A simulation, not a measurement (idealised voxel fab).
Name of the process module below: voxel self aligned vias
The cross-section on display is named cut; it measures 285 nm wide, and its cells are 5 nm squares.
A cross-section is written here as square cells arranged in a grid, and it is given in bands from the top down, each band taking up one or more rows of cells. Look at the band entry: it leads with the top's height and the bottom's height in nm. Then it lists the materials left to right, with a width in nm for each. The word "full width" on a single material says that material fills the band edge to edge. The word "air" is empty space. Note: height 0 marks the level under which the wafer is uniformly one material as received. Lowest band unbounded below, written "from 0 down". It should be noted that a width expressed as "30->40" varies in equal increments from row to row of cells within the band, taking the value of the first number at the top row and that of the second number at the bottom row. Basically "nothing was modified" means that step didn't change any cell in the cross-section. "Unvented voids" contains a list of empty spaces, each no smaller than 8 cells and without an open way to the top, written in the form width x height at distance with the distance from the left edge and all three in nm. Step line, after settings: the simulator's comment on this step. "overlay nm" answers the question of how far to the right of plan the mask lay on a step that has a mask, and when it is negative the answer is to the left. Note on reading: below, each pair holds a cross-section from before one process step and one from after it; the one from after shows only down to the lowest band that changed. Beneath the pair, the step in between is stated along with its settings. The pairs can stem from different runs of this module on the same starting wafer. Where a pair's entry headed "Prior to processing" says so, and only there, that pair continues from the pair above it.
### Prior to processing
from 65 to 50  lowk full width
from 50 to 40  lowk (100), SiN (20), lowk (40), SiN (20), lowk (105)
from 40 to 25  lowk (100), TiN (5), W (10), TiN (5), lowk (40), TiN (5), W (10), TiN (5), lowk (105)
from 25 to 20  lowk (100), TiN (20), lowk (40), TiN (20), lowk (105)
from 20 to 5  SiO2 full width
from 5 to 0  SiCN full width
from 0 down  Si full width
Unvented voids: none
### Cross-Section After Step
from 80 to 65  resist (90), air (40), resist (155)
Everything below 65 is unchanged.
Unvented voids: none
The step carried out between the cross-section before it and the cross-section after it, both shown above, is PATTERN, tone open, mask id VIAS, material resist, width nm 40, thk nm 15, overlay nm 0
Prior to processing: refer to the pair immediately above; the cross-section shown after its step is the state before this one.
### Cross-Section After Step
from 80 to 65  resist (90), air (40), resist (155)
from 65 to 50  lowk (90), air (40), lowk (155)
Everything below 50 is unchanged.
Unvented voids: none
The step carried out between the cross-section before it and the cross-section after it, both shown above, is DIRECTIONAL_ETCH, etch materials lowk, depth nm 15
Prior to processing: refer to the pair immediately above; the cross-section shown after its step is the state before this one.
### Cross-Section After Step
from 80 to 65  resist (90), air (40), resist (155)
from 65 to 50  lowk (90), air (40), lowk (155)
from 50 to 40  lowk (100), air (20), lowk (40), SiN (20), lowk (105)
Everything below 40 is unchanged.
Unvented voids: none
The step carried out between the cross-section before it and the cross-section after it, both shown above, is DIRECTIONAL_ETCH, etch materials SiN, depth nm 10
Prior to processing: refer to the pair immediately above; the cross-section shown after its step is the state before this one.
### Cross-Section After Step
from 65 to 50  lowk (90), air (40), lowk (155)
Everything below 50 is unchanged.
Unvented voids: none
The step carried out between the cross-section before it and the cross-section after it, both shown above, is STRIP, etch materials resist
Prior to processing: refer to the pair immediately above; the cross-section shown after its step is the state before this one.
### Cross-Section After Step
from 70 to 65  TiN (95), air (30), TiN (160)
from 65 to 55  lowk (90), TiN (5), air (30), TiN (5), lowk (155)
from 55 to 50  lowk (90), TiN (15), air (10), TiN (15), lowk (155)
from 50 to 45  lowk (100), TiN (5), air (10), TiN (5), lowk (40), SiN (20), lowk (105)
from 45 to 40  lowk (100), TiN (20), lowk (40), SiN (20), lowk (105)
Everything below 40 is unchanged.
Unvented voids: none
The step carried out between the cross-section before it and the cross-section after it, both shown above, is CONFORMAL_DEP, material TiN, thk nm 5
Prior to processing: refer to the pair immediately above; the cross-section shown after its step is the state before this one.
### Cross-Section After Step
from 75 to 70  W full width
from 70 to 65  TiN (95), W (30), TiN (160)
from 65 to 55  lowk (90), TiN (5), W (30), TiN (5), lowk (155)
from 55 to 50  lowk (90), TiN (15), W (10), TiN (15), lowk (155)
from 50 to 45  lowk (100), TiN (5), W (10), TiN (5), lowk (40), SiN (20), lowk (105)
Everything below 45 is unchanged.
Unvented voids: none
The step carried out between the cross-section before it and the cross-section after it, both shown above, is FILL_DEP, material W, thk nm 5
Prior to processing: refer to the pair immediately above; the cross-section shown after its step is the state before this one.
### Cross-Section After Step
from 65 to 55  lowk (90), TiN (5), W (30), TiN (5), lowk (155)
Everything below 55 is unchanged.
Unvented voids: none
The step carried out between the cross-section before it and the cross-section after it, both shown above, is CMP, height nm 65
Prior to processing: refer to the pair immediately above; the cross-section shown after its step is the state before this one.
### Cross-Section After Step
from 70 to 65  SiN full width
Everything below 65 is unchanged.
Unvented voids: none
The step carried out between the cross-section before it and the cross-section after it, both shown above, is CONFORMAL_DEP, material SiN, thk nm 5
### Prior to processing
from 65 to 55  W full width
from 55 to 50  TiN (105), W (10), TiN (50), W (10), TiN (110)
from 50 to 25  lowk (100), TiN (5), W (10), TiN (5), lowk (40), TiN (5), W (10), TiN (5), lowk (105)
from 25 to 20  lowk (100), TiN (20), lowk (40), TiN (20), lowk (105)
from 20 to 15  SiCN full width
from 15 to 0  SiO2 full width
from 0 down  Si full width
Unvented voids: none
### Cross-Section After Step
from 40 to 25  lowk (100), TiN (5), W (10), TiN (5), lowk (40), TiN (5), W (10), TiN (5), lowk (105)
Everything below 25 is unchanged.
Unvented voids: none
The step carried out between the cross-section before it and the cross-section after it, both shown above, is CMP, height nm 40
Prior to processing: refer to the pair immediately above; the cross-section shown after its step is the state before this one.
### Cross-Section After Step
from 40 to 30  lowk (100), air (20), lowk (40), air (20), lowk (105)
Everything below 30 is unchanged.
Unvented voids: none
The step carried out between the cross-section before it and the cross-section after it, both shown above, is SELECTIVE_ETCH, etch materials W Ru TiN, depth nm 10
Prior to processing: refer to the pair immediately above; the cross-section shown after its step is the state before this one.
### Cross-Section After Step
from 50 to 40  SiN full width
from 40 to 30  lowk (100), SiN (20), lowk (40), SiN (20), lowk (105)
Everything below 30 is unchanged.
Unvented voids: none
The step carried out between the cross-section before it and the cross-section after it, both shown above, is FILL_DEP, material SiN, thk nm 10
Prior to processing: refer to the pair immediately above; the cross-section shown after its step is the state before this one.
### Cross-Section After Step
from 65 to 50  lowk full width
Everything below 50 is unchanged.
Unvented voids: none
The step carried out between the cross-section before it and the cross-section after it, both shown above, is DIRECTIONAL_DEP, material lowk, thk nm 15
Prior to processing: refer to the pair immediately above; the cross-section shown after its step is the state before this one.
### Cross-Section After Step
from 80 to 65  resist (90), air (40), resist (155)
Everything below 65 is unchanged.
Unvented voids: none
The step carried out between the cross-section before it and the cross-section after it, both shown above, is PATTERN, tone open, mask id VIAS, material resist, width nm 40, thk nm 15, overlay nm 0
Prior to processing: refer to the pair immediately above; the cross-section shown after its step is the state before this one.
### Cross-Section After Step
from 80 to 65  resist (90), air (40), resist (155)
from 65 to 50  lowk (90), air (40), lowk (155)
Everything below 50 is unchanged.
Unvented voids: none
The step carried out between the cross-section before it and the cross-section after it, both shown above, is DIRECTIONAL_ETCH, etch materials lowk, depth nm 15
Prior to processing: refer to the pair immediately above; the cross-section shown after its step is the state before this one.
### Cross-Section After Step
from 80 to 65  resist (90), air (40), resist (155)
from 65 to 50  lowk (90), air (40), lowk (155)
from 50 to 40  SiN (90), air (40), SiN (155)
Everything below 40 is unchanged.
Unvented voids: none
The step carried out between the cross-section before it and the cross-section after it, both shown above, is DIRECTIONAL_ETCH, etch materials SiN, depth nm 10
Prior to processing: refer to the pair immediately above; the cross-section shown after its step is the state before this one.
### Cross-Section After Step
from 65 to 50  lowk (90), air (40), lowk (155)
Everything below 50 is unchanged.
Unvented voids: none
The step carried out between the cross-section before it and the cross-section after it, both shown above, is STRIP, etch materials resist
Prior to processing: refer to the pair immediately above; the cross-section shown after its step is the state before this one.
### Cross-Section After Step
from 70 to 65  TiN (95), air (30), TiN (160)
from 65 to 50  lowk (90), TiN (5), air (30), TiN (5), lowk (155)
from 50 to 45  SiN (90), TiN (5), air (30), TiN (5), SiN (155)
from 45 to 40  SiN (90), TiN (40), SiN (155)
Everything below 40 is unchanged.
Unvented voids: none
The step carried out between the cross-section before it and the cross-section after it, both shown above, is CONFORMAL_DEP, material TiN, thk nm 5
Prior to processing: refer to the pair immediately above; the cross-section shown after its step is the state before this one.
### Cross-Section After Step
from 75 to 70  W full width
from 70 to 65  TiN (95), W (30), TiN (160)
from 65 to 50  lowk (90), TiN (5), W (30), TiN (5), lowk (155)
from 50 to 45  SiN (90), TiN (5), W (30), TiN (5), SiN (155)
Everything below 45 is unchanged.
Unvented voids: none
The step carried out between the cross-section before it and the cross-section after it, both shown above, is FILL_DEP, material W, thk nm 5
Prior to processing: refer to the pair immediately above; the cross-section shown after its step is the state before this one.
### Cross-Section After Step
from 65 to 50  lowk (90), TiN (5), W (30), TiN (5), lowk (155)
Everything below 50 is unchanged.
Unvented voids: none
The step carried out between the cross-section before it and the cross-section after it, both shown above, is CMP, height nm 65
Prior to processing: refer to the pair immediately above; the cross-section shown after its step is the state before this one.
### Cross-Section After Step
from 70 to 65  SiN full width
Everything below 65 is unchanged.
Unvented voids: none
The step carried out between the cross-section before it and the cross-section after it, both shown above, is CONFORMAL_DEP, material SiN, thk nm 5
### Prior to processing
from 60 to 50  aC full width
from 50 to 20  lowk full width
from 20 to 15  SiCN full width
from 15 to 0  SiO2 full width
from 0 down  Si full width
Unvented voids: none
### Cross-Section After Step
from 90 to 60  resist (105), air (15), resist (45), air (15), resist (105)
Everything below 60 is unchanged.
Unvented voids: none
The step carried out between the cross-section before it and the cross-section after it, both shown above, is PATTERN, tone open, mask id LINES, material resist, width nm 15, pitch nm 60, thk nm 30, overlay nm 0
Prior to processing: refer to the pair immediately above; the cross-section shown after its step is the state before this one.
### Cross-Section After Step
from 80 to 60  resist (105), air (15), resist (45), air (15), resist (105)
from 60 to 50  aC (105), air (15), aC (45), air (15), aC (105)
Everything below 50 is unchanged.
Unvented voids: none
The step carried out between the cross-section before it and the cross-section after it, both shown above, is DIRECTIONAL_ETCH, etch materials aC, depth nm 10
Prior to processing: refer to the pair immediately above; the cross-section shown after its step is the state before this one.
### Cross-Section After Step
from 60 to 50  aC (105), air (15), aC (45), air (15), aC (105)
Everything below 50 is unchanged.
Unvented voids: none
The step carried out between the cross-section before it and the cross-section after it, both shown above, is STRIP, etch materials resist
Prior to processing: refer to the pair immediately above; the cross-section shown after its step is the state before this one.
### Cross-Section After Step
from 60 to 50  aC (105), air (15), aC (45), air (15), aC (105)
from 50 to 20  lowk (105), air (15), lowk (45), air (15), lowk (105)
Everything below 20 is unchanged.
Unvented voids: none
The step carried out between the cross-section before it and the cross-section after it, both shown above, is DIRECTIONAL_ETCH, etch materials lowk, depth nm 30
Prior to processing: refer to the pair immediately above; the cross-section shown after its step is the state before this one.
### Cross-Section After Step
from 50 to 20  lowk (105), air (15), lowk (45), air (15), lowk (105)
Everything below 20 is unchanged.
Unvented voids: none
The step carried out between the cross-section before it and the cross-section after it, both shown above, is STRIP, etch materials aC
Prior to processing: refer to the pair immediately above; the cross-section shown after its step is the state before this one.
### Cross-Section After Step
from 55 to 50  TiN (110), air (5), TiN (55), air (5), TiN (110)
from 50 to 25  lowk (105), TiN (5), air (5), TiN (5), lowk (45), TiN (5), air (5), TiN (5), lowk (105)
from 25 to 20  lowk (105), TiN (15), lowk (45), TiN (15), lowk (105)
Everything below 20 is unchanged.
Unvented voids: none
The step carried out between the cross-section before it and the cross-section after it, both shown above, is CONFORMAL_DEP, material TiN, thk nm 5
Prior to processing: refer to the pair immediately above; the cross-section shown after its step is the state before this one.
### Cross-Section After Step
from 65 to 55  W full width
from 55 to 50  TiN (110), W (5), TiN (55), W (5), TiN (110)
from 50 to 25  lowk (105), TiN (5), W (5), TiN (5), lowk (45), TiN (5), W (5), TiN (5), lowk (105)
Everything below 25 is unchanged.
Unvented voids: none
The step carried out between the cross-section before it and the cross-section after it, both shown above, is FILL_DEP, material W, thk nm 10
Prior to processing: refer to the pair immediately above; the cross-section shown after its step is the state before this one.
### Cross-Section After Step
from 50 to 25  lowk (105), TiN (5), W (5), TiN (5), lowk (45), TiN (5), W (5), TiN (5), lowk (105)
Everything below 25 is unchanged.
Unvented voids: none
The step carried out between the cross-section before it and the cross-section after it, both shown above, is CMP, height nm 50
Prior to processing: refer to the pair immediately above; the cross-section shown after its step is the state before this one.
### Cross-Section After Step
from 50 to 40  lowk (105), air (15), lowk (45), air (15), lowk (105)
Everything below 40 is unchanged.
Unvented voids: none
The step carried out between the cross-section before it and the cross-section after it, both shown above, is SELECTIVE_ETCH, etch materials W Ru TiN, depth nm 10
Prior to processing: refer to the pair immediately above; the cross-section shown after its step is the state before this one.
### Cross-Section After Step
from 60 to 50  SiN full width
from 50 to 40  lowk (105), SiN (15), lowk (45), SiN (15), lowk (105)
Everything below 40 is unchanged.
Unvented voids: none
The step carried out between the cross-section before it and the cross-section after it, both shown above, is FILL_DEP, material SiN, thk nm 10
Prior to processing: refer to the pair immediately above; the cross-section shown after its step is the state before this one.
### Cross-Section After Step
from 50 to 40  lowk (105), SiN (15), lowk (45), SiN (15), lowk (105)
Everything below 40 is unchanged.
Unvented voids: none
The step carried out between the cross-section before it and the cross-section after it, both shown above, is CMP, height nm 50
Prior to processing: refer to the pair immediately above; the cross-section shown after its step is the state before this one.
### Cross-Section After Step
from 65 to 50  lowk full width
Everything below 50 is unchanged.
Unvented voids: none
The step carried out between the cross-section before it and the cross-section after it, both shown above, is DIRECTIONAL_DEP, material lowk, thk nm 15
Prior to processing: refer to the pair immediately above; the cross-section shown after its step is the state before this one.
### Cross-Section After Step
from 80 to 65  resist (90), air (40), resist (155)
Everything below 65 is unchanged.
Unvented voids: none
The step carried out between the cross-section before it and the cross-section after it, both shown above, is PATTERN, tone open, mask id VIAS, material resist, width nm 40, thk nm 15, overlay nm 0
Prior to processing: refer to the pair immediately above; the cross-section shown after its step is the state before this one.
### Cross-Section After Step
from 80 to 65  resist (90), air (40), resist (155)
from 65 to 50  lowk (90), air (40), lowk (155)
Everything below 50 is unchanged.
Unvented voids: none
The step carried out between the cross-section before it and the cross-section after it, both shown above, is DIRECTIONAL_ETCH, etch materials lowk, depth nm 15
Prior to processing: refer to the pair immediately above; the cross-section shown after its step is the state before this one.
### Cross-Section After Step
from 80 to 65  resist (90), air (40), resist (155)
from 65 to 50  lowk (90), air (40), lowk (155)
from 50 to 40  lowk (105), air (15), lowk (45), SiN (15), lowk (105)
Everything below 40 is unchanged.
Unvented voids: none
The step carried out between the cross-section before it and the cross-section after it, both shown above, is DIRECTIONAL_ETCH, etch materials SiN, depth nm 10
Prior to processing: refer to the pair immediately above; the cross-section shown after its step is the state before this one.
### Cross-Section After Step
from 65 to 50  lowk (90), air (40), lowk (155)
Everything below 50 is unchanged.
Unvented voids: none
The step carried out between the cross-section before it and the cross-section after it, both shown above, is STRIP, etch materials resist
Prior to processing: refer to the pair immediately above; the cross-section shown after its step is the state before this one.
### Cross-Section After Step
from 70 to 65  TiN (95), air (30), TiN (160)
from 65 to 55  lowk (90), TiN (5), air (30), TiN (5), lowk (155)
from 55 to 50  lowk (90), TiN (20), air (5), TiN (15), lowk (155)
from 50 to 45  lowk (105), TiN (5), air (5), TiN (5), lowk (45), SiN (15), lowk (105)
from 45 to 40  lowk (105), TiN (15), lowk (45), SiN (15), lowk (105)
Everything below 40 is unchanged.
Unvented voids: none
The step carried out between the cross-section before it and the cross-section after it, both shown above, is CONFORMAL_DEP, material TiN, thk nm 5
Prior to processing: refer to the pair immediately above; the cross-section shown after its step is the state before this one.
### Cross-Section After Step
from 75 to 70  W full width
from 70 to 65  TiN (95), W (30), TiN (160)
from 65 to 55  lowk (90), TiN (5), W (30), TiN (5), lowk (155)
from 55 to 50  lowk (90), TiN (20), W (5), TiN (15), lowk (155)
from 50 to 45  lowk (105), TiN (5), W (5), TiN (5), lowk (45), SiN (15), lowk (105)
Everything below 45 is unchanged.
Unvented voids: none
The step carried out between the cross-section before it and the cross-section after it, both shown above, is FILL_DEP, material W, thk nm 5
Prior to processing: refer to the pair immediately above; the cross-section shown after its step is the state before this one.
### Cross-Section After Step
from 65 to 55  lowk (90), TiN (5), W (30), TiN (5), lowk (155)
Everything below 55 is unchanged.
Unvented voids: none
The step carried out between the cross-section before it and the cross-section after it, both shown above, is CMP, height nm 65
Prior to processing: refer to the pair immediately above; the cross-section shown after its step is the state before this one.
### Cross-Section After Step
from 70 to 65  SiN full width
Everything below 65 is unchanged.
Unvented voids: none
The step carried out between the cross-section before it and the cross-section after it, both shown above, is CONFORMAL_DEP, material SiN, thk nm 5
### Prior to processing
from 60 to 50  aC full width
from 50 to 20  lowk full width
from 20 to 15  SiCN full width
from 15 to 0  SiO2 full width
from 0 down  Si full width
Unvented voids: none
### Cross-Section After Step
from 90 to 60  resist (90), air (20), resist (40), air (20), resist (115)
Everything below 60 is unchanged.
Unvented voids: none
The step carried out between the cross-section before it and the cross-section after it, both shown above, is PATTERN, tone open, mask id LINES, material resist, width nm 20, pitch nm 60, thk nm 30, overlay nm -10
Prior to processing: refer to the pair immediately above; the cross-section shown after its step is the state before this one.
### Cross-Section After Step
from 80 to 60  resist (90), air (20), resist (40), air (20), resist (115)
from 60 to 50  aC (90), air (20), aC (40), air (20), aC (115)
Everything below 50 is unchanged.
Unvented voids: none
The step carried out between the cross-section before it and the cross-section after it, both shown above, is DIRECTIONAL_ETCH, etch materials aC, depth nm 10
Prior to processing: refer to the pair immediately above; the cross-section shown after its step is the state before this one.
### Cross-Section After Step
from 60 to 50  aC (90), air (20), aC (40), air (20), aC (115)
Everything below 50 is unchanged.
Unvented voids: none
The step carried out between the cross-section before it and the cross-section after it, both shown above, is STRIP, etch materials resist
Prior to processing: refer to the pair immediately above; the cross-section shown after its step is the state before this one.
### Cross-Section After Step
from 60 to 50  aC (90), air (20), aC (40), air (20), aC (115)
from 50 to 20  lowk (90), air (20), lowk (40), air (20), lowk (115)
Everything below 20 is unchanged.
Unvented voids: none
The step carried out between the cross-section before it and the cross-section after it, both shown above, is DIRECTIONAL_ETCH, etch materials lowk, depth nm 30
Prior to processing: refer to the pair immediately above; the cross-section shown after its step is the state before this one.
### Cross-Section After Step
from 50 to 20  lowk (90), air (20), lowk (40), air (20), lowk (115)
Everything below 20 is unchanged.
Unvented voids: none
The step carried out between the cross-section before it and the cross-section after it, both shown above, is STRIP, etch materials aC
Prior to processing: refer to the pair immediately above; the cross-section shown after its step is the state before this one.
### Cross-Section After Step
from 55 to 50  TiN (95), air (10), TiN (50), air (10), TiN (120)
from 50 to 25  lowk (90), TiN (5), air (10), TiN (5), lowk (40), TiN (5), air (10), TiN (5), lowk (115)
from 25 to 20  lowk (90), TiN (20), lowk (40), TiN (20), lowk (115)
Everything below 20 is unchanged.
Unvented voids: none
The step carried out between the cross-section before it and the cross-section after it, both shown above, is CONFORMAL_DEP, material TiN, thk nm 5
Prior to processing: refer to the pair immediately above; the cross-section shown after its step is the state before this one.
### Cross-Section After Step
from 65 to 55  W full width
from 55 to 50  TiN (95), W (10), TiN (50), W (10), TiN (120)
from 50 to 25  lowk (90), TiN (5), W (10), TiN (5), lowk (40), TiN (5), W (10), TiN (5), lowk (115)
Everything below 25 is unchanged.
Unvented voids: none
The step carried out between the cross-section before it and the cross-section after it, both shown above, is FILL_DEP, material W, thk nm 10
Prior to processing: refer to the pair immediately above; the cross-section shown after its step is the state before this one.
### Cross-Section After Step
from 50 to 25  lowk (90), TiN (5), W (10), TiN (5), lowk (40), TiN (5), W (10), TiN (5), lowk (115)
Everything below 25 is unchanged.
Unvented voids: none
The step carried out between the cross-section before it and the cross-section after it, both shown above, is CMP, height nm 50
Prior to processing: refer to the pair immediately above; the cross-section shown after its step is the state before this one.
### Cross-Section After Step
from 50 to 40  lowk (90), air (20), lowk (40), air (20), lowk (115)
Everything below 40 is unchanged.
Unvented voids: none
The step carried out between the cross-section before it and the cross-section after it, both shown above, is SELECTIVE_ETCH, etch materials W Ru TiN, depth nm 10
Prior to processing: refer to the pair immediately above; the cross-section shown after its step is the state before this one.
### Cross-Section After Step
from 60 to 50  SiN full width
from 50 to 40  lowk (90), SiN (20), lowk (40), SiN (20), lowk (115)
Everything below 40 is unchanged.
Unvented voids: none
The step carried out between the cross-section before it and the cross-section after it, both shown above, is FILL_DEP, material SiN, thk nm 10
Prior to processing: refer to the pair immediately above; the cross-section shown after its step is the state before this one.
### Cross-Section After Step
from 50 to 40  lowk (90), SiN (20), lowk (40), SiN (20), lowk (115)
Everything below 40 is unchanged.
Unvented voids: none
The step carried out between the cross-section before it and the cross-section after it, both shown above, is CMP, height nm 50
Prior to processing: refer to the pair immediately above; the cross-section shown after its step is the state before this one.
### Cross-Section After Step
from 65 to 50  lowk full width
Everything below 50 is unchanged.
Unvented voids: none
The step carried out between the cross-section before it and the cross-section after it, both shown above, is DIRECTIONAL_DEP, material lowk, thk nm 15
Prior to processing: refer to the pair immediately above; the cross-section shown after its step is the state before this one.
### Cross-Section After Step
from 80 to 65  resist (90), air (40), resist (155)
Everything below 65 is unchanged.
Unvented voids: none
The step carried out between the cross-section before it and the cross-section after it, both shown above, is PATTERN, tone open, mask id VIAS, material resist, width nm 40, thk nm 15, overlay nm 0
Prior to processing: refer to the pair immediately above; the cross-section shown after its step is the state before this one.
### Cross-Section After Step
from 80 to 65  resist (90), air (40), resist (155)
from 65 to 50  lowk (90), air (40), lowk (155)
Everything below 50 is unchanged.
Unvented voids: none
The step carried out between the cross-section before it and the cross-section after it, both shown above, is DIRECTIONAL_ETCH, etch materials lowk, depth nm 15
Prior to processing: refer to the pair immediately above; the cross-section shown after its step is the state before this one.
### Cross-Section After Step
from 80 to 65  resist (90), air (40), resist (155)
from 65 to 50  lowk (90), air (40), lowk (155)
from 50 to 40  lowk (90), air (20), lowk (40), SiN (20), lowk (115)
Everything below 40 is unchanged.
Unvented voids: none
The step carried out between the cross-section before it and the cross-section after it, both shown above, is DIRECTIONAL_ETCH, etch materials SiN, depth nm 10
Prior to processing: refer to the pair immediately above; the cross-section shown after its step is the state before this one.
### Cross-Section After Step
from 65 to 50  lowk (90), air (40), lowk (155)
Everything below 50 is unchanged.
Unvented voids: none
The step carried out between the cross-section before it and the cross-section after it, both shown above, is STRIP, etch materials resist
Prior to processing: refer to the pair immediately above; the cross-section shown after its step is the state before this one.
### Cross-Section After Step
from 70 to 65  TiN (95), air (30), TiN (160)
from 65 to 55  lowk (90), TiN (5), air (30), TiN (5), lowk (155)
from 55 to 50  lowk (90), TiN (5), air (10), TiN (25), lowk (155)
from 50 to 45  lowk (90), TiN (5), air (10), TiN (5), lowk (40), SiN (20), lowk (115)
from 45 to 40  lowk (90), TiN (20), lowk (40), SiN (20), lowk (115)
Everything below 40 is unchanged.
Unvented voids: none
The step carried out between the cross-section before it and the cross-section after it, both shown above, is CONFORMAL_DEP, material TiN, thk nm 5
Prior to processing: refer to the pair immediately above; the cross-section shown after its step is the state before this one.
### Cross-Section After Step
from 75 to 70  W full width
from 70 to 65  TiN (95), W (30), TiN (160)
from 65 to 55  lowk (90), TiN (5), W (30), TiN (5), lowk (155)
from 55 to 50  lowk (90), TiN (5), W (10), TiN (25), lowk (155)
from 50 to 45  lowk (90), TiN (5), W (10), TiN (5), lowk (40), SiN (20), lowk (115)
Everything below 45 is unchanged.
Unvented voids: none
The step carried out between the cross-section before it and the cross-section after it, both shown above, is FILL_DEP, material W, thk nm 5
Prior to processing: refer to the pair immediately above; the cross-section shown after its step is the state before this one.
### Cross-Section After Step
from 65 to 55  lowk (90), TiN (5), W (30), TiN (5), lowk (155)
Everything below 55 is unchanged.
Unvented voids: none
The step carried out between the cross-section before it and the cross-section after it, both shown above, is CMP, height nm 65
Prior to processing: refer to the pair immediately above; the cross-section shown after its step is the state before this one.
### Cross-Section After Step
from 70 to 65  SiN full width
Everything below 65 is unchanged.
Unvented voids: none
The step carried out between the cross-section before it and the cross-section after it, both shown above, is CONFORMAL_DEP, material SiN, thk nm 5
### Prior to processing
from 50 to 40  lowk (100), air (20), lowk (40), air (20), lowk (105)
from 40 to 25  lowk (100), TiN (5), W (10), TiN (5), lowk (40), TiN (5), W (10), TiN (5), lowk (105)
from 25 to 20  lowk (100), TiN (20), lowk (40), TiN (20), lowk (105)
from 20 to 15  SiCN full width
from 15 to 0  SiO2 full width
from 0 down  Si full width
Unvented voids: none
### Cross-Section After Step
from 60 to 50  SiO2 full width
from 50 to 40  lowk (100), SiO2 (20), lowk (40), SiO2 (20), lowk (105)
Everything below 40 is unchanged.
Unvented voids: none
The step carried out between the cross-section before it and the cross-section after it, both shown above, is FILL_DEP, material SiO2, thk nm 10
Prior to processing: refer to the pair immediately above; the cross-section shown after its step is the state before this one.
### Cross-Section After Step
from 50 to 40  lowk (100), SiO2 (20), lowk (40), SiO2 (20), lowk (105)
Everything below 40 is unchanged.
Unvented voids: none
The step carried out between the cross-section before it and the cross-section after it, both shown above, is CMP, height nm 50
Prior to processing: refer to the pair immediately above; the cross-section shown after its step is the state before this one.
### Cross-Section After Step
from 65 to 50  lowk full width
Everything below 50 is unchanged.
Unvented voids: none
The step carried out between the cross-section before it and the cross-section after it, both shown above, is DIRECTIONAL_DEP, material lowk, thk nm 15
Prior to processing: refer to the pair immediately above; the cross-section shown after its step is the state before this one.
### Cross-Section After Step
from 80 to 65  resist (90), air (40), resist (155)
Everything below 65 is unchanged.
Unvented voids: none
The step carried out between the cross-section before it and the cross-section after it, both shown above, is PATTERN, tone open, mask id VIAS, material resist, width nm 40, thk nm 15, overlay nm 0
Prior to processing: refer to the pair immediately above; the cross-section shown after its step is the state before this one.
### Cross-Section After Step
from 80 to 65  resist (90), air (40), resist (155)
from 65 to 50  lowk (90), air (40), lowk (155)
Everything below 50 is unchanged.
Unvented voids: none
The step carried out between the cross-section before it and the cross-section after it, both shown above, is DIRECTIONAL_ETCH, etch materials lowk, depth nm 15
Prior to processing: refer to the pair immediately above; the cross-section shown after its step is the state before this one.
### Cross-Section After Step
from 65 to 50  lowk (90), air (40), lowk (155)
Everything below 50 is unchanged.
Unvented voids: none
The step carried out between the cross-section before it and the cross-section after it, both shown above, is STRIP, etch materials resist
Prior to processing: refer to the pair immediately above; the cross-section shown after its step is the state before this one.
### Cross-Section After Step
from 70 to 65  TiN (95), air (30), TiN (160)
from 65 to 55  lowk (90), TiN (5), air (30), TiN (5), lowk (155)
from 55 to 50  lowk (90), TiN (40), lowk (155)
Everything below 50 is unchanged.
Unvented voids: none
The step carried out between the cross-section before it and the cross-section after it, both shown above, is CONFORMAL_DEP, material TiN, thk nm 5
Prior to processing: refer to the pair immediately above; the cross-section shown after its step is the state before this one.
### Cross-Section After Step
from 75 to 70  W full width
from 70 to 65  TiN (95), W (30), TiN (160)
from 65 to 55  lowk (90), TiN (5), W (30), TiN (5), lowk (155)
Everything below 55 is unchanged.
Unvented voids: none
The step carried out between the cross-section before it and the cross-section after it, both shown above, is FILL_DEP, material W, thk nm 5
Prior to processing: refer to the pair immediately above; the cross-section shown after its step is the state before this one.
### Cross-Section After Step
from 65 to 55  lowk (90), TiN (5), W (30), TiN (5), lowk (155)
Everything below 55 is unchanged.
Unvented voids: none
The step carried out between the cross-section before it and the cross-section after it, both shown above, is CMP, height nm 65
Prior to processing: refer to the pair immediately above; the cross-section shown after its step is the state before this one.
### Cross-Section After Step
from 70 to 65  SiN full width
Everything below 65 is unchanged.
Unvented voids: none
The step carried out between the cross-section before it and the cross-section after it, both shown above, is CONFORMAL_DEP, material SiN, thk nm 5
### Prior to processing
from 65 to 50  lowk full width
from 50 to 40  lowk (100), SiN (20), lowk (40), SiN (20), lowk (105)
from 40 to 25  lowk (100), TiN (5), W (10), TiN (5), lowk (40), TiN (5), W (10), TiN (5), lowk (105)
from 25 to 20  lowk (100), TiN (20), lowk (40), TiN (20), lowk (105)
from 20 to 15  SiCN full width
from 15 to 0  SiO2 full width
from 0 down  Si full width
Unvented voids: none
### Cross-Section After Step
from 80 to 65  air (90), resist (40), air (155)
Everything below 65 is unchanged.
Unvented voids: none
The step carried out between the cross-section before it and the cross-section after it, both shown above, is PATTERN, tone cover, mask id VIAS, material resist, width nm 40, thk nm 15, overlay nm 0
Prior to processing: refer to the pair immediately above; the cross-section shown after its step is the state before this one.
### Cross-Section After Step
from 80 to 65  air (90), resist (40), air (155)
from 65 to 50  air (90), lowk (40), air (155)
Everything below 50 is unchanged.
Unvented voids: none
The step carried out between the cross-section before it and the cross-section after it, both shown above, is DIRECTIONAL_ETCH, etch materials lowk, depth nm 15
Prior to processing: refer to the pair immediately above; the cross-section shown after its step is the state before this one.
### Cross-Section After Step
from 80 to 65  air (90), resist (40), air (155)
from 65 to 50  air (90), lowk (40), air (155)
from 50 to 40  lowk (100), SiN (20), lowk (40), air (20), lowk (105)
Everything below 40 is unchanged.
Unvented voids: none
The step carried out between the cross-section before it and the cross-section after it, both shown above, is DIRECTIONAL_ETCH, etch materials SiN, depth nm 10
Prior to processing: refer to the pair immediately above; the cross-section shown after its step is the state before this one.
### Cross-Section After Step
from 65 to 50  air (90), lowk (40), air (155)
Everything below 50 is unchanged.
Unvented voids: none
The step carried out between the cross-section before it and the cross-section after it, both shown above, is STRIP, etch materials resist
Prior to processing: refer to the pair immediately above; the cross-section shown after its step is the state before this one.
### Cross-Section After Step
from 70 to 65  air (85), TiN (50), air (150)
from 65 to 55  air (85), TiN (5), lowk (40), TiN (5), air (150)
from 55 to 50  TiN (90), lowk (40), TiN (35), air (10), TiN (110)
from 50 to 45  lowk (100), SiN (20), lowk (40), TiN (5), air (10), TiN (5), lowk (105)
from 45 to 40  lowk (100), SiN (20), lowk (40), TiN (20), lowk (105)
Everything below 40 is unchanged.
Unvented voids: none
The step carried out between the cross-section before it and the cross-section after it, both shown above, is CONFORMAL_DEP, material TiN, thk nm 5
Prior to processing: refer to the pair immediately above; the cross-section shown after its step is the state before this one.
### Cross-Section After Step
from 75 to 70  W full width
from 70 to 65  W (85), TiN (50), W (150)
from 65 to 55  W (85), TiN (5), lowk (40), TiN (5), W (150)
from 55 to 50  TiN (90), lowk (40), TiN (35), W (10), TiN (110)
from 50 to 45  lowk (100), SiN (20), lowk (40), TiN (5), W (10), TiN (5), lowk (105)
Everything below 45 is unchanged.
Unvented voids: none
The step carried out between the cross-section before it and the cross-section after it, both shown above, is FILL_DEP, material W, thk nm 5
